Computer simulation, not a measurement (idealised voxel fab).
process module | voxel transistor to metal
Pictured: cross-section cut, 285 nm wide, on a grid of 5 nm square cells.
Reading order for cross-sections: top band down to bottom band. Underlying form: a grid of square cells. Band size: one or more rows of cells. Heights first: top, then bottom, in nm. Then materials, left to right, each with a width in nm. "all across" on a single material: fills the band edge to edge. "blank": empty space. Heights are expressed relative to 0, this being the level below which the as-received wafer comprises one material exclusively. The lowest band is unbounded in the downward direction and is denoted as in "z 0 and below". Top row gets the first number, bottom row gets the second, and each row in between changes by the same step: that is how a band width like "30..40" works. Reading "no modifications" for a step: not a cell of the cross-section changed in it. Each empty space that has no open way to the top and spans at least 8 cells appears under "Fully closed voids" as width x height at distance, the distance counted from the left edge, all in nm. Whatever follows a step's settings on its line is a remark the simulator itself makes about that step. Regarding "overlay nm": on a step with a mask, it is the distance the mask lay to the right of its planned place; a negative value places it to the left.

Steps in the process plan
1. RECEIVE (material Si)
2. OXIDIZE (depth nm 5)
3. CONFORMAL_DEP (material SiN; thk nm 10)
4. PATTERN (tone cover; mask id ACTIVE; material resist; width nm 100; pitch nm 125; thk nm 20; overlay nm 0)
5. DIRECTIONAL_ETCH (etch materials SiN; depth nm 10)
6. DIRECTIONAL_ETCH (etch materials SiO2; depth nm 5)
7. DIRECTIONAL_ETCH (etch materials Si; depth nm 25)
8. STRIP (etch materials resist)
9. FILL_DEP (material SiO2; thk nm 10)
10. CMP (height nm 10)
11. SELECTIVE_ETCH (etch materials SiO2; depth nm 5)
12. STRIP (etch materials SiN)
13. SELECTIVE_ETCH (etch materials SiO2; depth nm 5)
14. OXIDIZE (depth nm 5)
15. DIRECTIONAL_DEP (material polySi; thk nm 25)
16. DIRECTIONAL_DEP (material SiCN; thk nm 10)
17. DIRECTIONAL_DEP (material aC; thk nm 10)
18. PATTERN (tone cover; mask id GATE; material resist; width nm 20; pitch nm 125; thk nm 30; overlay nm 0)
19. DIRECTIONAL_ETCH (etch materials aC; depth nm 10)
20. STRIP (etch materials resist)
21. DIRECTIONAL_ETCH (etch materials SiCN; depth nm 20)
22. DIRECTIONAL_ETCH (etch materials polySi; depth nm 35)
23. STRIP (etch materials aC)
24. CONFORMAL_DEP (material SiN; thk nm 10)
25. DIRECTIONAL_ETCH (etch materials SiN; depth nm 10)
26. DIRECTIONAL_ETCH (etch materials SiO2; depth nm 5)
27. EPI (material SiGe; thk nm 5)
28. FILL_DEP (material SiO2; thk nm 10)
29. CMP (height nm 30)
30. DIRECTIONAL_DEP (material SiO2; thk nm 15)
31. MASKED_ETCH (tone open; mask id CONTACT; width nm 30; etch materials SiO2; depth nm 50; overlay nm 0)
32. CONFORMAL_DEP (material TiN; thk nm 5)
33. FILL_DEP (material W; thk nm 10)
34. CMP (height nm 45)
35. CONFORMAL_DEP (material SiCN; thk nm 5)
36. DIRECTIONAL_DEP (material lowk; thk nm 25)
37. MASKED_ETCH (tone open; mask id METAL_1; width nm 15; etch materials lowk; depth nm 25; overlay nm 0)
38. MASKED_ETCH (tone open; mask id METAL_1; width nm 15; etch materials SiCN; depth nm 5; overlay nm 0)
39. CONFORMAL_DEP (material TiN; thk nm 5)
40. FILL_DEP (material Ru; thk nm 10)
41. CMP (height nm 75)
42. EPI (material Ru; thk nm 5)
43. FILL_DEP (material SiCN; thk nm 5)

Cross-section, incoming material, after step 1
  z 0 and below: Si all across
  Fully closed voids: none

Here's the wafer cut in cross-section after the module, started and planned just like above, except one thing was done wrong in the run
  z 85 to 80: SiCN all across
  z 80 to 75: 30 nm SiCN | 25 nm Ru | 50 nm SiCN | 25 nm Ru | 25 nm SiCN | 25 nm Ru | 50 nm SiCN | 25 nm Ru | 30 nm SiCN
  z 75 to 50: 35 nm lowk | 5 nm TiN | 5 nm Ru | 5 nm TiN | 60 nm lowk | 5 nm TiN | 5 nm Ru | 5 nm TiN | 35 nm lowk | 5 nm TiN | 5 nm Ru | 5 nm TiN | 60 nm lowk | 5 nm TiN | 5 nm Ru | 5 nm TiN | 35 nm lowk
  z 50 to 45: 35 nm SiCN | 15 nm TiN | 60 nm SiCN | 15 nm TiN | 35 nm SiCN | 15 nm TiN | 60 nm SiCN | 15 nm TiN | 35 nm SiCN
  z 45 to 30: 35 nm SiO2 | 5 nm TiN | 15 nm W | 5 nm TiN | 40 nm SiO2 | 5 nm TiN | 15 nm W | 5 nm TiN | 35 nm SiO2 | 5 nm TiN | 15 nm W | 5 nm TiN | 40 nm SiO2 | 5 nm TiN | 15 nm W | 5 nm TiN | 35 nm SiO2
  z 30 to 20: 35 nm SiO2 | 5 nm TiN | 15 nm W | 5 nm TiN | 10 nm SiN | 20 nm SiCN | 10 nm SiN | 5 nm TiN | 15 nm W | 5 nm TiN | 35 nm SiO2 | 5 nm TiN | 15 nm W | 5 nm TiN | 10 nm SiN | 20 nm SiCN | 10 nm SiN | 5 nm TiN | 15 nm W | 5 nm TiN | 35 nm SiO2
  z 20 to 15: 35 nm SiO2 | 5 nm TiN | 15 nm W | 5 nm TiN | 10 nm SiN | 20 nm polySi | 10 nm SiN | 5 nm TiN | 15 nm W | 5 nm TiN | 35 nm SiO2 | 5 nm TiN | 15 nm W | 5 nm TiN | 10 nm SiN | 20 nm polySi | 10 nm SiN | 5 nm TiN | 15 nm W | 5 nm TiN | 35 nm SiO2
  z 15 to 10: 35 nm SiO2 | 25 nm TiN | 10 nm SiN | 20 nm polySi | 10 nm SiN | 25 nm TiN | 35 nm SiO2 | 25 nm TiN | 10 nm SiN | 20 nm polySi | 10 nm SiN | 25 nm TiN | 35 nm SiO2
  z 10 to 0: 60 nm SiO2 | 10 nm SiN | 20 nm polySi | 10 nm SiN | 85 nm SiO2 | 10 nm SiN | 20 nm polySi | 10 nm SiN | 60 nm SiO2
  z 0 to -5: 25 nm SiO2 | 10 nm SiN | 25 nm SiO2 | 10 nm SiN | 20 nm polySi | 10 nm SiN | 25 nm SiO2 | 10 nm SiN | 15 nm SiO2 | 10 nm SiN | 25 nm SiO2 | 10 nm SiN | 20 nm polySi | 10 nm SiN | 25 nm SiO2 | 10 nm SiN | 25 nm SiO2
  z -5 to -10: 35 nm SiO2 | 25 nm SiGe | 40 nm SiO2 | 25 nm SiGe | 35 nm SiO2 | 25 nm SiGe | 40 nm SiO2 | 25 nm SiGe | 35 nm SiO2
  z -10 to -30: 30 nm SiO2 | 100 nm Si | 25 nm SiO2 | 100 nm Si | 30 nm SiO2
  z -30 and below: Si all across
  Fully closed voids: none
In executing the process, a mistake was made relative to the plan: sequence error: steps 30 and 31 interchanged
